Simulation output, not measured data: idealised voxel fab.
You're looking at the process module voxel spacer lines.
Square cell edge 5 nm, section width 280 nm, ID cut.
Cross-section spec: square-cell grid; bands listed top down; each band is one or more rows. This entry defines a band. It first specifies the height of the band's top and the height of its bottom in nm, and then specifies the band's materials from left to right, stating each material with its width in nm. The word "edge to edge" identifies a single material that fills the band from edge to edge, while the word "air" identifies empty space. Basically, 0 is our baseline, since under it the wafer straight out of the box is all one material. The bottom band has no lower end and keeps on going down, so it looks like "0 and below". With a width like "30..40", each row of cells in the band differs from the next by the same amount, the top row carrying the first number and the bottom row the second. Basically "remained unchanged" means that step didn't change any cell in the cross-section. Closed-off voids of 8+ cells (no open route to the top) go in "Closed void catalog", written width x height at distance from the left edge, in nm. after a step's settings: what the simulator itself notes on the step. "overlay nm" denotes, for a step that has a mask, the displacement of the mask to the right of its planned place, with negative values corresponding to the left.
# Set out below are the planned steps of the process
| 1 | op RECEIVE | material Si |
| 2 | op CONFORMAL_DEP | material Al2O3 | thk nm 5 |
| 3 | op DIRECTIONAL_DEP | material SiN | thk nm 15 |
| 4 | op DIRECTIONAL_DEP | material polySi | thk nm 25 |
| 5 | op PATTERN | tone cover | mask id MANDREL | material resist | width nm 25 | pitch nm 70 | thk nm 30 | overlay nm 0 |
| 6 | op DIRECTIONAL_ETCH | etch materials polySi | depth nm 25 |
| 7 | op STRIP | etch materials resist |
| 8 | op CONFORMAL_DEP | material SiO2 | thk nm 10 |
| 9 | op DIRECTIONAL_ETCH | etch materials SiO2 | depth nm 10 |
| 10 | op STRIP | etch materials polySi |
| 11 | op DIRECTIONAL_ETCH | etch materials SiN | depth nm 15 |
| 12 | op STRIP | etch materials SiO2 |
# The first of two wafers, run as planned
# Here's what the wafer looked like in cross-section when it arrived - that's after step 1
0 and below  Si edge to edge
Closed void catalog: none
# Cross-section of the wafer subsequent to step 2
5 down to 0  Al2O3 edge to edge
Under 0: no change, same as before.
# Cross-section of the wafer subsequent to step 3
20 down to 5  SiN edge to edge
Under 5: no change, same as before.
# Cross-section of the wafer subsequent to step 4
45 down to 20  polySi edge to edge
Under 20: no change, same as before.
# Cross-section of the wafer subsequent to step 5
75 down to 45  air: 55  resist: 25  air: 45  resist: 25  air: 45  resist: 25  air: 60
Under 45: no change, same as before.
# Cross-section of the wafer subsequent to step 6
75 down to 45  air: 55  resist: 25  air: 45  resist: 25  air: 45  resist: 25  air: 60
45 down to 20  air: 55  polySi: 25  air: 45  polySi: 25  air: 45  polySi: 25  air: 60
Under 20: no change, same as before.
# Cross-section of the wafer subsequent to step 7
45 down to 20  air: 55  polySi: 25  air: 45  polySi: 25  air: 45  polySi: 25  air: 60
Under 20: no change, same as before.
# Cross-section of the wafer subsequent to step 8
55 down to 45  air: 45  SiO2: 45  air: 25  SiO2: 45  air: 25  SiO2: 45  air: 50
45 down to 30  air: 45  SiO2: 10  polySi: 25  SiO2: 10  air: 25  SiO2: 10  polySi: 25  SiO2: 10  air: 25  SiO2: 10  polySi: 25  SiO2: 10  air: 50
30 down to 20  SiO2: 55  polySi: 25  SiO2: 45  polySi: 25  SiO2: 45  polySi: 25  SiO2: 60
Under 20: no change, same as before.
# Cross-section of the wafer subsequent to step 9
45 down to 20  air: 45  SiO2: 10  polySi: 25  SiO2: 10  air: 25  SiO2: 10  polySi: 25  SiO2: 10  air: 25  SiO2: 10  polySi: 25  SiO2: 10  air: 50
Under 20: no change, same as before.
# Cross-section of the wafer subsequent to step 10
45 down to 20  air: 45  SiO2: 10  air: 25  SiO2: 10  air: 25  SiO2: 10  air: 25  SiO2: 10  air: 25  SiO2: 10  air: 25  SiO2: 10  air: 50
Under 20: no change, same as before.
# Cross-section of the wafer subsequent to step 11
45 down to 20  air: 45  SiO2: 10  air: 25  SiO2: 10  air: 25  SiO2: 10  air: 25  SiO2: 10  air: 25  SiO2: 10  air: 25  SiO2: 10  air: 50
20 down to 5  air: 45  SiN: 10  air: 25  SiN: 10  air: 25  SiN: 10  air: 25  SiN: 10  air: 25  SiN: 10  air: 25  SiN: 10  air: 50
Under 5: no change, same as before.
# Cross-section of the wafer subsequent to step 12
20 down to 5  air: 45  SiN: 10  air: 25  SiN: 10  air: 25  SiN: 10  air: 25  SiN: 10  air: 25  SiN: 10  air: 25  SiN: 10  air: 50
Under 5: no change, same as before.
# Now the other wafer: same start, same recipe, but we messed up one thing when running it. Up to and including step 7 it's the same as the first one
# X-section, second wafer, when step 8 was due to finish
55 down to 45  air: 45  Al2O3: 45  air: 25  Al2O3: 45  air: 25  Al2O3: 45  air: 50
45 down to 30  air: 45  Al2O3: 10  polySi: 25  Al2O3: 10  air: 25  Al2O3: 10  polySi: 25  Al2O3: 10  air: 25  Al2O3: 10  polySi: 25  Al2O3: 10  air: 50
30 down to 20  Al2O3: 55  polySi: 25  Al2O3: 45  polySi: 25  Al2O3: 45  polySi: 25  Al2O3: 60
Under 20: no change, same as before.
X-section, second wafer, when step 9 was due to finish: remained unchanged
X-section, second wafer, when step 10 was due to finish: remained unchanged
X-section, second wafer, when step 11 was due to finish: remained unchanged
X-section, second wafer, when step 12 was due to finish: remained unchanged
Where did the run depart from the plan? step 8 ran differently from the plan; actual operation with settings: op CONFORMAL_DEP | material Al2O3 | thk nm 10
Looking at both finished wafers in cells, the second ends up ahead of or behind the first on some materials: Al2O3 +172 | SiN +132 | polySi +75
